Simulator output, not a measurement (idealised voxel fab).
A process module follows: voxel capacitor over wiring.
Each square cell in cross-section cut measures 5 nm, and the section as a whole is 200 nm wide.
Cross-sections here: square-cell grids, written as top-down lists of bands, a band being one or more rows of cells.
What a band's entry tells you: where the top is and where the bottom is, as heights in nm, and after that what lies inside, material by material from left to right, each with its width in nm. Empty space is written as the word "blank", and a single material marked with the word "throughout" occupies the band from edge to edge.
The reference from which all heights are counted is 0, the level beneath which the as-received wafer is entirely one material; the lowest band, having no lower bound, proceeds downward and is written after the example "0 -> down".
The expression "30 to 40" gives the width at the extremes of the band, the first number at its top row of cells and the second at its bottom row, with the width changing by equal amounts from each row to the next in between.
Key: "no modifications" - step with no changed cell in the cross-section.
Reported under the label "Sealed cavities" are the empty spaces having no open way to the top and comprising 8 cells or more; the notation for each is width x height at distance, in which the distance is measured from the left edge and all three values are in nm.
Anything after a step's settings on that line? It's the simulator's own note about the step.
"overlay nm", when on a step's line for a step with a mask, measures how far to the right of its planned place the mask lay; a negative measure means to the left.

**The planned process steps are enumerated hereunder**
1,RECEIVE with material Si
2,CONFORMAL_DEP with material SiO2, thk nm 15
3,DIRECTIONAL_DEP with material TiN, thk nm 5
4,DIRECTIONAL_DEP with material Ru, thk nm 15
5,PATTERN with tone cover, mask id METAL_1, material resist, width nm 25, pitch nm 85, thk nm 15, overlay nm 0
6,DIRECTIONAL_ETCH with etch materials Ru, depth nm 15
7,DIRECTIONAL_ETCH with etch materials TiN, depth nm 5
8,STRIP with etch materials resist
9,FILL_DEP with material lowk, thk nm 5
10,CMP with height nm 35
11,CONFORMAL_DEP with material SiCN, thk nm 5
12,DIRECTIONAL_DEP with material SiO2, thk nm 10
13,MASKED_ETCH with tone open, mask id PLUG_1, width nm 15, etch materials SiO2, depth nm 10, overlay nm 0
14,MASKED_ETCH with tone open, mask id PLUG_1, width nm 15, etch materials SiCN, depth nm 5, overlay nm 0
15,CONFORMAL_DEP with material TiN, thk nm 5
16,FILL_DEP with material W, thk nm 5
17,CMP with height nm 50
18,DIRECTIONAL_DEP with material TiN, thk nm 10
19,DIRECTIONAL_DEP with material HfO2, thk nm 5
20,DIRECTIONAL_DEP with material TiN, thk nm 5
21,DIRECTIONAL_DEP with material aC, thk nm 10
22,PATTERN with tone cover, mask id UPPER_PLATE, material resist, width nm 65, thk nm 30, overlay nm 0
23,DIRECTIONAL_ETCH with etch materials aC, depth nm 10
24,STRIP with etch materials resist
25,DIRECTIONAL_ETCH with etch materials TiN, depth nm 5
26,DIRECTIONAL_ETCH with etch materials HfO2, depth nm 5
27,STRIP with etch materials aC
28,MASKED_ETCH with tone cover, mask id LOWER_PLATE, width nm 75, etch materials TiN, depth nm 10, overlay nm 0
29,FILL_DEP with material SiO2, thk nm 20
30,CMP with height nm 85
31,MASKED_ETCH with tone open, mask id PLUG_2, width nm 15, etch materials SiO2, depth nm 15, overlay nm 0
32,CONFORMAL_DEP with material TiN, thk nm 5
33,FILL_DEP with material Cu, thk nm 5
34,CMP with height nm 85
35,CONFORMAL_DEP with material SiN, thk nm 5

**Incoming wafer in cross-section (state: after step 1)**
- 0 -> down = Si throughout
- Sealed cavities: none

**Below is the wafer in cross-section after the module was completed. It began from the starting point shown above and followed the plan shown above, except that one mistake was made while running it**
- 90 -> 85 = SiN throughout
- 85 -> 75 = 65 SiO2; 5 TiN; 5 Cu; 5 TiN; 120 SiO2
- 75 -> 65 = 65 to 55 SiO2; 15 to 65 TiN; 120 to 80 SiO2
- 65 -> 55 = 50 SiO2; 75 TiN; 75 SiO2
- 55 -> 50 = HfO2 throughout
- 50 -> 40 = 55 SiO2; 5 TiN; 5 W; 5 TiN; 130 SiO2
- 40 -> 35 = 55 SiCN; 15 TiN; 130 SiCN
- 35 -> 20 = 45 lowk; 25 Ru; 60 lowk; 25 Ru; 45 lowk
- 20 -> 15 = 45 lowk; 25 TiN; 60 lowk; 25 TiN; 45 lowk
- 15 -> 0 = SiO2 throughout
- 0 -> down = Si throughout
- Sealed cavities: none
Deviation noted in wafer processing: steps 18 and 19 of the plan were each performed in the slot designated for the other
